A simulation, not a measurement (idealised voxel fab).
A process module follows: voxel local oxidation.
We display cut, a cross-section 295 nm in width whose square cells are each 5 nm.
Throughout this document, each cross-section is represented as a grid of square cells and is presented as a sequence of bands enumerated from the top downward, where a band comprises one or more rows of cells.
The band entry comprises the height of the band's top followed by the height of its bottom, expressed in nm, and subsequently the band's materials from left to right, each stated together with its width in nm. Where a single material is marked with the word "full width", that material fills the band from edge to edge. The word "blank" represents empty space.
Below 0: as-received wafer, all one material; heights counted from there. Lowest band: no bottom, goes on down, written "z 0 and below".
It should be noted that a width expressed as "30->40" varies in equal increments from row to row of cells within the band, taking the value of the first number at the top row and that of the second number at the bottom row.
"no modifications" -> step changed no cross-section cell.
Entry "Unvented voids" = empty spaces >= 8 cells with no open way to the top; each as width x height at distance, distance from left edge, all nm.
Post-settings text on a step line: simulator's own remark regarding the step.
The "overlay nm" setting may appear on a step's line; for a step that uses a mask, it gives how far to the right of its planned position the mask lay, and a negative value indicates the left.

### The process steps that were planned are listed below
1: RECEIVE | material Si
2: CONFORMAL_DEP | material SiO2 | thk nm 5
3: CONFORMAL_DEP | material SiN | thk nm 10
4: DIRECTIONAL_DEP | material aC | thk nm 15
5: PATTERN | tone cover | mask id ACTIVE | material resist | width nm 100 | pitch nm 130 | thk nm 35 | overlay nm 0
6: DIRECTIONAL_ETCH | etch materials aC | depth nm 15
7: STRIP | etch materials resist
8: DIRECTIONAL_ETCH | etch materials SiN | depth nm 10
9: STRIP | etch materials aC
10: SELECTIVE_ETCH | etch materials SiO2 | depth nm 5
11: OXIDIZE | depth nm 10
12: STRIP | etch materials SiN

### Incoming wafer, cross-sectional view, post step 1
- z 0 and below: Si full width
- Unvented voids: none

### One mistake in running the module, otherwise start and plan as above: cross-section at the end
- z 5 to 0: 25 SiO2, 110 blank, 20 SiO2, 110 blank, 30 SiO2
- z 0 to -10: 15 Si, 260 SiO2, 20 Si
- z -10 and below: Si full width
- Unvented voids: none
What went wrong in running the wafer? step 5: run off-plan, actual operation and settings PATTERN | tone open | mask id ACTIVE | material resist | width nm 100 | pitch nm 130 | thk nm 35 | overlay nm 0
